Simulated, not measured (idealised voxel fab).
This is a process module. Its name is voxel trench capacitor.
The cross-section on display is named cut; it measures 295 nm wide, and its cells are 5 nm squares.
Cross-section format: a grid of square cells, given as bands from top to bottom; each band is one or more rows of cells.
Band entry format. Leading values: height of top, height of bottom, nm. Remainder: materials in left-to-right order, each with its width in nm. Special words: "throughout" on a single material, which then fills the band edge to edge; "blank", empty space.
Convention: height 0 is the level below which the wafer, as received, is all one material. The lowest band does not terminate at the bottom but continues downward, represented as "z 0 and below".
Width: "30 to 40" (first number = top row, second number = bottom row, same change from row to row of cells).
When a step is marked "remained unchanged", none of the cells in the cross-section changed during that step.
"Tabulated closed voids": sealed empty spaces, 8 cells or more, no open way to top, listed width x height at distance, with distance from the left edge and width, height and distance in nm.
Read whatever lies past the settings on a step's line as the simulator's own remark about the step.
If you see "overlay nm" on a step's line and that step has a mask, it's telling you how far right of where it was planned the mask ended up; a negative number means it went left instead.

The following list gives the planned process steps:
step 1: RECEIVE (material Si)
step 2: CONFORMAL_DEP (material SiN; thk nm 10)
step 3: DIRECTIONAL_DEP (material aC; thk nm 10)
step 4: PATTERN (tone open; mask id TRENCH; material resist; width nm 15; pitch nm 45; thk nm 30; overlay nm 0)
step 5: DIRECTIONAL_ETCH (etch materials aC; depth nm 10)
step 6: STRIP (etch materials resist)
step 7: DIRECTIONAL_ETCH (etch materials SiN; depth nm 10)
step 8: DIRECTIONAL_ETCH (etch materials Si; depth nm 30)
step 9: STRIP (etch materials aC)
step 10: CONFORMAL_DEP (material Al2O3; thk nm 5)
step 11: FILL_DEP (material polySi; thk nm 5)
step 12: CMP (height nm 10)
What sets these wafers apart? The width nm at step 4. They all start alike, and the plan carries the first wafer's value.

The first of several wafers, as received after step 1, seen in section:
  z 0 and below | Si throughout
  Tabulated closed voids: none

Per wafer, end of module: cells gained (+) or lost (-) per material since receipt, then closed voids:
width nm 15, +68 Al2O3, -72 Si, +94 SiN, +28 polySi, Tabulated closed voids: none
width nm 20, +72 Al2O3, -96 Si, +86 SiN, +56 polySi, Tabulated closed voids: none
width nm 25, +76 Al2O3, -120 Si, +78 SiN, +84 polySi, Tabulated closed voids: none
width nm 30, +80 Al2O3, -144 Si, +70 SiN, +112 polySi, Tabulated closed voids: none
